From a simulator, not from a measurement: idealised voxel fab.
The process module that follows is named voxel self aligned vias.
cross-section cut | 225 nm wide | cells 5 nm
Cross-section = grid of square cells, listed top down in bands; band = one or more rows.
The band entry comprises the height of the band's top followed by the height of its bottom, expressed in nm, and subsequently the band's materials from left to right, each stated together with its width in nm. Where a single material is marked with the word "all across", that material fills the band from edge to edge. The word "blank" represents empty space.
Height datum 0, below which the as-received substrate wafer is one material. Lowest band open at the bottom, running downward: "z 0 and below".
A two-number width, for instance "30..40", indicates that the width is equal to the first number in the top row of the band and to the second number in the bottom row, and that it changes by a constant amount per row of cells.
For the purposes of this document, the phrase "same as before" attached to a step denotes that no cell within the cross-section was modified by that step.
Under "Closed empty spaces" you'll find the enclosed gaps, the ones with no way out to the top, that are 8 cells or bigger; each reads width x height at distance, with distance counted from the left edge, everything in nm.
It should be noted that, on the line of a given step, the content following the step's settings is a remark produced by the simulator itself with respect to that step.
The line of a step may include "overlay nm". On a step with a mask, this value is how far to the right of its planned place the mask lay. A negative value means the mask lay to the left.

SO HERE'S THE LINEUP OF PROCESS STEPS WE PLANNED
1,RECEIVE with material Si
2,CONFORMAL_DEP with material SiO2, thk nm 10
3,CONFORMAL_DEP with material SiCN, thk nm 5
4,DIRECTIONAL_DEP with material lowk, thk nm 20
5,DIRECTIONAL_DEP with material aC, thk nm 10
6,PATTERN with tone open, mask id LINES, material resist, width nm 20, pitch nm 55, thk nm 25, overlay nm 0
7,DIRECTIONAL_ETCH with etch materials aC, depth nm 10
8,STRIP with etch materials resist
9,DIRECTIONAL_ETCH with etch materials lowk, depth nm 20
10,STRIP with etch materials aC
11,CONFORMAL_DEP with material TiN, thk nm 5
12,FILL_DEP with material Ru, thk nm 10
13,CMP with height nm 35
14,SELECTIVE_ETCH with etch materials W Ru TiN, depth nm 5
15,FILL_DEP with material SiN, thk nm 10
16,CMP with height nm 35
17,DIRECTIONAL_DEP with material lowk, thk nm 15
18,DIRECTIONAL_DEP with material aC, thk nm 10
19,PATTERN with tone open, mask id VIAS, material resist, width nm 40, pitch nm 110, thk nm 25, overlay nm 0
20,DIRECTIONAL_ETCH with etch materials aC, depth nm 10
21,STRIP with etch materials resist
22,DIRECTIONAL_ETCH with etch materials lowk, depth nm 15
23,DIRECTIONAL_ETCH with etch materials SiN, depth nm 5
24,STRIP with etch materials aC
25,CONFORMAL_DEP with material TiN, thk nm 5
26,FILL_DEP with material Ru, thk nm 10
27,CMP with height nm 50
28,CONFORMAL_DEP with material SiCN, thk nm 5

FIRST OF TWO WAFERS: RUN AS PLANNED

AS RECEIVED (POST STEP 1): CROSS-SECTION
- z 0 and below  Si all across
- Closed empty spaces: none

UPON COMPLETION OF STEP 2, THE WAFER APPEARS IN CROSS-SECTION AS SHOWN
- z 10 to 0  SiO2 all across
- Whatever lies below 0 is exactly as it was before.

UPON COMPLETION OF STEP 3, THE WAFER APPEARS IN CROSS-SECTION AS SHOWN
- z 15 to 10  SiCN all across
- Whatever lies below 10 is exactly as it was before.

UPON COMPLETION OF STEP 4, THE WAFER APPEARS IN CROSS-SECTION AS SHOWN
- z 35 to 15  lowk all across
- Whatever lies below 15 is exactly as it was before.

UPON COMPLETION OF STEP 5, THE WAFER APPEARS IN CROSS-SECTION AS SHOWN
- z 45 to 35  aC all across
- Whatever lies below 35 is exactly as it was before.

UPON COMPLETION OF STEP 6, THE WAFER APPEARS IN CROSS-SECTION AS SHOWN
- z 70 to 45  resist 45 nm / blank 20 nm / resist 35 nm / blank 20 nm / resist 35 nm / blank 20 nm / resist 50 nm
- Whatever lies below 45 is exactly as it was before.

UPON COMPLETION OF STEP 7, THE WAFER APPEARS IN CROSS-SECTION AS SHOWN
- z 60 to 45  resist 45 nm / blank 20 nm / resist 35 nm / blank 20 nm / resist 35 nm / blank 20 nm / resist 50 nm
- z 45 to 35  aC 45 nm / blank 20 nm / aC 35 nm / blank 20 nm / aC 35 nm / blank 20 nm / aC 50 nm
- Whatever lies below 35 is exactly as it was before.

UPON COMPLETION OF STEP 8, THE WAFER APPEARS IN CROSS-SECTION AS SHOWN
- z 45 to 35  aC 45 nm / blank 20 nm / aC 35 nm / blank 20 nm / aC 35 nm / blank 20 nm / aC 50 nm
- Whatever lies below 35 is exactly as it was before.

UPON COMPLETION OF STEP 9, THE WAFER APPEARS IN CROSS-SECTION AS SHOWN
- z 45 to 35  aC 45 nm / blank 20 nm / aC 35 nm / blank 20 nm / aC 35 nm / blank 20 nm / aC 50 nm
- z 35 to 15  lowk 45 nm / blank 20 nm / lowk 35 nm / blank 20 nm / lowk 35 nm / blank 20 nm / lowk 50 nm
- Whatever lies below 15 is exactly as it was before.

UPON COMPLETION OF STEP 10, THE WAFER APPEARS IN CROSS-SECTION AS SHOWN
- z 35 to 15  lowk 45 nm / blank 20 nm / lowk 35 nm / blank 20 nm / lowk 35 nm / blank 20 nm / lowk 50 nm
- Whatever lies below 15 is exactly as it was before.

UPON COMPLETION OF STEP 11, THE WAFER APPEARS IN CROSS-SECTION AS SHOWN
- z 40 to 35  TiN 50 nm / blank 10 nm / TiN 45 nm / blank 10 nm / TiN 45 nm / blank 10 nm / TiN 55 nm
- z 35 to 20  lowk 45 nm / TiN 5 nm / blank 10 nm / TiN 5 nm / lowk 35 nm / TiN 5 nm / blank 10 nm / TiN 5 nm / lowk 35 nm / TiN 5 nm / blank 10 nm / TiN 5 nm / lowk 50 nm
- z 20 to 15  lowk 45 nm / TiN 20 nm / lowk 35 nm / TiN 20 nm / lowk 35 nm / TiN 20 nm / lowk 50 nm
- Whatever lies below 15 is exactly as it was before.

UPON COMPLETION OF STEP 12, THE WAFER APPEARS IN CROSS-SECTION AS SHOWN
- z 50 to 40  Ru all across
- z 40 to 35  TiN 50 nm / Ru 10 nm / TiN 45 nm / Ru 10 nm / TiN 45 nm / Ru 10 nm / TiN 55 nm
- z 35 to 20  lowk 45 nm / TiN 5 nm / Ru 10 nm / TiN 5 nm / lowk 35 nm / TiN 5 nm / Ru 10 nm / TiN 5 nm / lowk 35 nm / TiN 5 nm / Ru 10 nm / TiN 5 nm / lowk 50 nm
- Whatever lies below 20 is exactly as it was before.

UPON COMPLETION OF STEP 13, THE WAFER APPEARS IN CROSS-SECTION AS SHOWN
- z 35 to 20  lowk 45 nm / TiN 5 nm / Ru 10 nm / TiN 5 nm / lowk 35 nm / TiN 5 nm / Ru 10 nm / TiN 5 nm / lowk 35 nm / TiN 5 nm / Ru 10 nm / TiN 5 nm / lowk 50 nm
- Whatever lies below 20 is exactly as it was before.

UPON COMPLETION OF STEP 14, THE WAFER APPEARS IN CROSS-SECTION AS SHOWN
- z 35 to 30  lowk 45 nm / blank 20 nm / lowk 35 nm / blank 20 nm / lowk 35 nm / blank 20 nm / lowk 50 nm
- Whatever lies below 30 is exactly as it was before.

UPON COMPLETION OF STEP 15, THE WAFER APPEARS IN CROSS-SECTION AS SHOWN
- z 45 to 35  SiN all across
- z 35 to 30  lowk 45 nm / SiN 20 nm / lowk 35 nm / SiN 20 nm / lowk 35 nm / SiN 20 nm / lowk 50 nm
- Whatever lies below 30 is exactly as it was before.

UPON COMPLETION OF STEP 16, THE WAFER APPEARS IN CROSS-SECTION AS SHOWN
- z 35 to 30  lowk 45 nm / SiN 20 nm / lowk 35 nm / SiN 20 nm / lowk 35 nm / SiN 20 nm / lowk 50 nm
- Whatever lies below 30 is exactly as it was before.

UPON COMPLETION OF STEP 17, THE WAFER APPEARS IN CROSS-SECTION AS SHOWN
- z 50 to 35  lowk all across
- Whatever lies below 35 is exactly as it was before.

UPON COMPLETION OF STEP 18, THE WAFER APPEARS IN CROSS-SECTION AS SHOWN
- z 60 to 50  aC all across
- Whatever lies below 50 is exactly as it was before.

UPON COMPLETION OF STEP 19, THE WAFER APPEARS IN CROSS-SECTION AS SHOWN
- z 85 to 60  resist 35 nm / blank 40 nm / resist 70 nm / blank 40 nm / resist 40 nm
- Whatever lies below 60 is exactly as it was before.

UPON COMPLETION OF STEP 20, THE WAFER APPEARS IN CROSS-SECTION AS SHOWN
- z 75 to 60  resist 35 nm / blank 40 nm / resist 70 nm / blank 40 nm / resist 40 nm
- z 60 to 50  aC 35 nm / blank 40 nm / aC 70 nm / blank 40 nm / aC 40 nm
- Whatever lies below 50 is exactly as it was before.

UPON COMPLETION OF STEP 21, THE WAFER APPEARS IN CROSS-SECTION AS SHOWN
- z 60 to 50  aC 35 nm / blank 40 nm / aC 70 nm / blank 40 nm / aC 40 nm
- Whatever lies below 50 is exactly as it was before.

UPON COMPLETION OF STEP 22, THE WAFER APPEARS IN CROSS-SECTION AS SHOWN
- z 60 to 50  aC 35 nm / blank 40 nm / aC 70 nm / blank 40 nm / aC 40 nm
- z 50 to 35  lowk 35 nm / blank 40 nm / lowk 70 nm / blank 40 nm / lowk 40 nm
- Whatever lies below 35 is exactly as it was before.

UPON COMPLETION OF STEP 23, THE WAFER APPEARS IN CROSS-SECTION AS SHOWN
- z 60 to 50  aC 35 nm / blank 40 nm / aC 70 nm / blank 40 nm / aC 40 nm
- z 50 to 35  lowk 35 nm / blank 40 nm / lowk 70 nm / blank 40 nm / lowk 40 nm
- z 35 to 30  lowk 45 nm / blank 20 nm / lowk 35 nm / SiN 20 nm / lowk 35 nm / blank 20 nm / lowk 50 nm
- Whatever lies below 30 is exactly as it was before.

UPON COMPLETION OF STEP 24, THE WAFER APPEARS IN CROSS-SECTION AS SHOWN
- z 50 to 35  lowk 35 nm / blank 40 nm / lowk 70 nm / blank 40 nm / lowk 40 nm
- Whatever lies below 35 is exactly as it was before.

UPON COMPLETION OF STEP 25, THE WAFER APPEARS IN CROSS-SECTION AS SHOWN
- z 55 to 50  TiN 40 nm / blank 30 nm / TiN 80 nm / blank 30 nm / TiN 45 nm
- z 50 to 40  lowk 35 nm / TiN 5 nm / blank 30 nm / TiN 5 nm / lowk 70 nm / TiN 5 nm / blank 30 nm / TiN 5 nm / lowk 40 nm
- z 40 to 35  lowk 35 nm / TiN 15 nm / blank 10 nm / TiN 15 nm / lowk 70 nm / TiN 15 nm / blank 10 nm / TiN 15 nm / lowk 40 nm
- z 35 to 30  lowk 45 nm / TiN 20 nm / lowk 35 nm / SiN 20 nm / lowk 35 nm / TiN 20 nm / lowk 50 nm
- Whatever lies below 30 is exactly as it was before.

UPON COMPLETION OF STEP 26, THE WAFER APPEARS IN CROSS-SECTION AS SHOWN
- z 65 to 55  Ru all across
- z 55 to 50  TiN 40 nm / Ru 30 nm / TiN 80 nm / Ru 30 nm / TiN 45 nm
- z 50 to 40  lowk 35 nm / TiN 5 nm / Ru 30 nm / TiN 5 nm / lowk 70 nm / TiN 5 nm / Ru 30 nm / TiN 5 nm / lowk 40 nm
- z 40 to 35  lowk 35 nm / TiN 15 nm / Ru 10 nm / TiN 15 nm / lowk 70 nm / TiN 15 nm / Ru 10 nm / TiN 15 nm / lowk 40 nm
- Whatever lies below 35 is exactly as it was before.

UPON COMPLETION OF STEP 27, THE WAFER APPEARS IN CROSS-SECTION AS SHOWN
- z 50 to 40  lowk 35 nm / TiN 5 nm / Ru 30 nm / TiN 5 nm / lowk 70 nm / TiN 5 nm / Ru 30 nm / TiN 5 nm / lowk 40 nm
- Whatever lies below 40 is exactly as it was before.

UPON COMPLETION OF STEP 28, THE WAFER APPEARS IN CROSS-SECTION AS SHOWN
- z 55 to 50  SiCN all across
- Whatever lies below 50 is exactly as it was before.

SECOND OF TWO: SAME START, SAME PLAN, ONE RUN ERROR; STEPS UP TO AND INCLUDING 18 MATCH THE FIRST

X-SECTION, SECOND WAFER, WHEN STEP 19 WAS DUE TO FINISH
- z 85 to 60  resist 30 nm / blank 50 nm / resist 60 nm / blank 50 nm / resist 35 nm
- Whatever lies below 60 is exactly as it was before.

X-SECTION, SECOND WAFER, WHEN STEP 20 WAS DUE TO FINISH
- z 75 to 60  resist 30 nm / blank 50 nm / resist 60 nm / blank 50 nm / resist 35 nm
- z 60 to 50  aC 30 nm / blank 50 nm / aC 60 nm / blank 50 nm / aC 35 nm
- Whatever lies below 50 is exactly as it was before.

X-SECTION, SECOND WAFER, WHEN STEP 21 WAS DUE TO FINISH
- z 60 to 50  aC 30 nm / blank 50 nm / aC 60 nm / blank 50 nm / aC 35 nm
- Whatever lies below 50 is exactly as it was before.

X-SECTION, SECOND WAFER, WHEN STEP 22 WAS DUE TO FINISH
- z 60 to 50  aC 30 nm / blank 50 nm / aC 60 nm / blank 50 nm / aC 35 nm
- z 50 to 35  lowk 30 nm / blank 50 nm / lowk 60 nm / blank 50 nm / lowk 35 nm
- Whatever lies below 35 is exactly as it was before.

X-SECTION, SECOND WAFER, WHEN STEP 23 WAS DUE TO FINISH
- z 60 to 50  aC 30 nm / blank 50 nm / aC 60 nm / blank 50 nm / aC 35 nm
- z 50 to 35  lowk 30 nm / blank 50 nm / lowk 60 nm / blank 50 nm / lowk 35 nm
- z 35 to 30  lowk 45 nm / blank 20 nm / lowk 35 nm / SiN 20 nm / lowk 35 nm / blank 20 nm / lowk 50 nm
- Whatever lies below 30 is exactly as it was before.

X-SECTION, SECOND WAFER, WHEN STEP 24 WAS DUE TO FINISH
- z 50 to 35  lowk 30 nm / blank 50 nm / lowk 60 nm / blank 50 nm / lowk 35 nm
- Whatever lies below 35 is exactly as it was before.

X-SECTION, SECOND WAFER, WHEN STEP 25 WAS DUE TO FINISH
- z 55 to 50  TiN 35 nm / blank 40 nm / TiN 70 nm / blank 40 nm / TiN 40 nm
- z 50 to 40  lowk 30 nm / TiN 5 nm / blank 40 nm / TiN 5 nm / lowk 60 nm / TiN 5 nm / blank 40 nm / TiN 5 nm / lowk 35 nm
- z 40 to 35  lowk 30 nm / TiN 20 nm / blank 10 nm / TiN 20 nm / lowk 60 nm / TiN 20 nm / blank 10 nm / TiN 20 nm / lowk 35 nm
- z 35 to 30  lowk 45 nm / TiN 20 nm / lowk 35 nm / SiN 20 nm / lowk 35 nm / TiN 20 nm / lowk 50 nm
- Whatever lies below 30 is exactly as it was before.

X-SECTION, SECOND WAFER, WHEN STEP 26 WAS DUE TO FINISH
- z 65 to 55  Ru all across
- z 55 to 50  TiN 35 nm / Ru 40 nm / TiN 70 nm / Ru 40 nm / TiN 40 nm
- z 50 to 40  lowk 30 nm / TiN 5 nm / Ru 40 nm / TiN 5 nm / lowk 60 nm / TiN 5 nm / Ru 40 nm / TiN 5 nm / lowk 35 nm
- z 40 to 35  lowk 30 nm / TiN 20 nm / Ru 10 nm / TiN 20 nm / lowk 60 nm / TiN 20 nm / Ru 10 nm / TiN 20 nm / lowk 35 nm
- Whatever lies below 35 is exactly as it was before.

X-SECTION, SECOND WAFER, WHEN STEP 27 WAS DUE TO FINISH
- z 50 to 40  lowk 30 nm / TiN 5 nm / Ru 40 nm / TiN 5 nm / lowk 60 nm / TiN 5 nm / Ru 40 nm / TiN 5 nm / lowk 35 nm
- Whatever lies below 40 is exactly as it was before.

X-SECTION, SECOND WAFER, WHEN STEP 28 WAS DUE TO FINISH
- z 55 to 50  SiCN all across
- Whatever lies below 50 is exactly as it was before.
What went wrong in running the wafer? planned and actual differ for step 19; actual: PATTERN with tone open, mask id VIAS, material resist, width nm 50, pitch nm 110, thk nm 25, overlay nm 0
at the end the second wafer has, in cells: +8 Ru | +4 TiN | -12 lowk
